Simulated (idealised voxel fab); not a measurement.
process module | voxel ribs on slabs
cross-section cut | 150 nm wide | cells 5 nm
A cross-section is a grid of square cells, given in bands from the top down. A band is one or more rows of cells.
Each band's line starts with the height of the band's top and of its bottom, in nm. Then come its materials from left to right, each with its width in nm. One material with "throughout" fills the band from edge to edge. "air" is empty space.
Height 0 is the level under which the wafer as received is all one material. The lowest band goes on downwards, as in "0 down".
A width such as "30 to 40" changes by the same amount from each row of cells to the next, from the band's top row to its bottom row.
"no change" after a step means that no cell of the cross-section changed.
closed voids: empty space of 8 cells or more with no open way to the top, each as width x height at its distance from the left edge, in nm
after a step's settings: what the simulator itself notes on the step
overlay nm, on a step with a mask: how far to the right of its planned place the mask lay; to the left if negative
plan
1 op RECEIVE | material Si
2 op DIRECTIONAL_DEP | material SiO2 | thk nm 25
3 op DIRECTIONAL_DEP | material polySi | thk nm 25
4 op MASKED_ETCH | tone cover | mask id RIB | width nm 20 | etch materials polySi | depth nm 5 | overlay nm 0
5 op MASKED_ETCH | tone cover | mask id SLAB | width nm 50 | etch materials polySi | depth nm 20 | overlay nm 0
6 op FILL_DEP | material SiO2 | thk nm 25
7 op CMP | height nm 65
8 op DIRECTIONAL_DEP | material W | thk nm 5
9 op DIRECTIONAL_DEP | material aC | thk nm 10
10 op PATTERN | tone cover | mask id HEATER | material resist | width nm 30 | thk nm 25 | overlay nm 0
11 op DIRECTIONAL_ETCH | etch materials aC | depth nm 10
12 op STRIP | etch materials resist
13 op DIRECTIONAL_ETCH | etch materials W | depth nm 5
14 op STRIP | etch materials aC
15 op CONFORMAL_DEP | material SiN | thk nm 5
as received, after step 1
  0 down: Si throughout
  closed voids: none
first wafer at the end, as planned
  75 to 70: air 55 | SiN 40 | air 55
  70 to 65: SiN 60 | W 30 | SiN 60
  65 to 50: SiO2 throughout
  50 to 45: SiO2 65 | polySi 20 | SiO2 65
  45 to 25: SiO2 50 | polySi 50 | SiO2 50
  25 to 0: SiO2 throughout
  0 down: Si throughout
  closed voids: none
second wafer at the end: like start, like plan, one mistake
  75 to 70: air 55 | SiN 40 | air 55
  70 to 65: SiN 60 | W 30 | SiN 60
  65 to 50: SiO2 throughout
  50 to 45: SiO2 70 | polySi 20 | SiO2 60
  45 to 25: SiO2 50 | polySi 50 | SiO2 50
  25 to 0: SiO2 throughout
  0 down: Si throughout
  closed voids: none
what went wrong: step 4 ran as: op MASKED_ETCH | tone cover | mask id RIB | width nm 20 | etch materials polySi | depth nm 5 | overlay nm 5
at the end the second wafer has, in cells: as many of each material as the first, in other places
